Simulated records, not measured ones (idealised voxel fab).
process module | voxel self aligned vias
cross-section cut | 170 nm wide | cells 5 nm
A cross-section is a grid of square cells, given in bands from the top down. A band is one or more rows of cells.
Each band's line starts with the height of the band's top and of its bottom, in nm. Then come its materials from left to right, each with its width in nm. One material with "throughout" fills the band from edge to edge. "air" is empty space.
Height 0 is the level under which the wafer as received is all one material. The lowest band goes on downwards, as in "0 down".
A width such as "30 to 40" changes by the same amount from each row of cells to the next, from the band's top row to its bottom row.
"no change" after a step means that no cell of the cross-section changed.
closed voids: empty space of 8 cells or more with no open way to the top, each as width x height at its distance from the left edge, in nm
after a step's settings: what the simulator itself notes on the step
overlay nm, on a step with a mask: how far to the right of its planned place the mask lay; to the left if negative
Each pair below shows a cross-section before one step and the cross-section after it, down to the lowest band that changed. The line under each pair gives the step between them, with its settings. The pairs can come from different runs of this module on the same starting wafer, so a pair continues from the pair above only where its "before" says so.
before
  60 to 55: W throughout
  55 to 50: W 15 | TiN 35 | W 15 | TiN 35 | W 15 | TiN 35 | W 20
  50 to 25: W 15 | TiN 5 | lowk 25 | TiN 5 | W 15 | TiN 5 | lowk 25 | TiN 5 | W 15 | TiN 5 | lowk 25 | TiN 5 | W 20
  25 to 20: TiN 20 | lowk 25 | TiN 25 | lowk 25 | TiN 25 | lowk 25 | TiN 25
  20 to 15: SiCN throughout
  15 to 0: SiO2 throughout
  0 down: Si throughout
  closed voids: none
after
  50 to 25: W 15 | TiN 5 | lowk 25 | TiN 5 | W 15 | TiN 5 | lowk 25 | TiN 5 | W 15 | TiN 5 | lowk 25 | TiN 5 | W 20
  below 25: unchanged
  closed voids: none
the step between: op CMP | height nm 50
before: the cross-section after the pair above
after
  50 to 45: air 20 | lowk 25 | air 25 | lowk 25 | air 25 | lowk 25 | air 25
  below 45: unchanged
  closed voids: none
the step between: op SELECTIVE_ETCH | etch materials W Ru TiN | depth nm 5
before: the cross-section after the pair above
after
  55 to 50: SiN throughout
  50 to 45: SiN 20 | lowk 25 | SiN 25 | lowk 25 | SiN 25 | lowk 25 | SiN 25
  below 45: unchanged
  closed voids: none
the step between: op FILL_DEP | material SiN | thk nm 5
before: the cross-section after the pair above
after
  50 to 45: SiN 20 | lowk 25 | SiN 25 | lowk 25 | SiN 25 | lowk 25 | SiN 25
  below 45: unchanged
  closed voids: none
the step between: op CMP | height nm 50
before: the cross-section after the pair above
after
  65 to 50: lowk throughout
  below 50: unchanged
  closed voids: none
the step between: op DIRECTIONAL_DEP | material lowk | thk nm 15
before: the cross-section after the pair above
after
  65 to 50: lowk 15 | air 35 | lowk 65 | air 35 | lowk 20
  below 50: unchanged
  closed voids: none
the step between: op MASKED_ETCH | tone open | mask id VIAS | width nm 35 | pitch nm 100 | etch materials lowk | depth nm 15 | overlay nm 0
before: the cross-section after the pair above
after
  65 to 50: lowk 15 | air 35 | lowk 65 | air 35 | lowk 20
  50 to 45: SiN 15 | air 5 | lowk 25 | air 5 | SiN 20 | lowk 25 | SiN 20 | air 5 | lowk 25 | air 5 | SiN 20
  below 45: unchanged
  closed voids: none
the step between: op MASKED_ETCH | tone open | mask id VIAS | width nm 35 | pitch nm 100 | etch materials SiN | depth nm 5 | overlay nm 0
before: the cross-section after the pair above
after
  70 to 65: TiN 20 | air 25 | TiN 75 | air 25 | TiN 25
  65 to 55: lowk 15 | TiN 5 | air 25 | TiN 5 | lowk 65 | TiN 5 | air 25 | TiN 5 | lowk 20
  55 to 50: lowk 15 | TiN 35 | lowk 65 | TiN 35 | lowk 20
  50 to 45: SiN 15 | TiN 5 | lowk 25 | TiN 5 | SiN 20 | lowk 25 | SiN 20 | TiN 5 | lowk 25 | TiN 5 | SiN 20
  below 45: unchanged
  closed voids: none
the step between: op CONFORMAL_DEP | material TiN | thk nm 5
before: the cross-section after the pair above
after
  80 to 70: W throughout
  70 to 65: TiN 20 | W 25 | TiN 75 | W 25 | TiN 25
  65 to 55: lowk 15 | TiN 5 | W 25 | TiN 5 | lowk 65 | TiN 5 | W 25 | TiN 5 | lowk 20
  below 55: unchanged
  closed voids: none
the step between: op FILL_DEP | material W | thk nm 10
before: the cross-section after the pair above
after
  65 to 55: lowk 15 | TiN 5 | W 25 | TiN 5 | lowk 65 | TiN 5 | W 25 | TiN 5 | lowk 20
  below 55: unchanged
  closed voids: none
the step between: op CMP | height nm 65
before: the cross-section after the pair above
after
  70 to 65: SiN throughout
  below 65: unchanged
  closed voids: none
the step between: op CONFORMAL_DEP | material SiN | thk nm 5
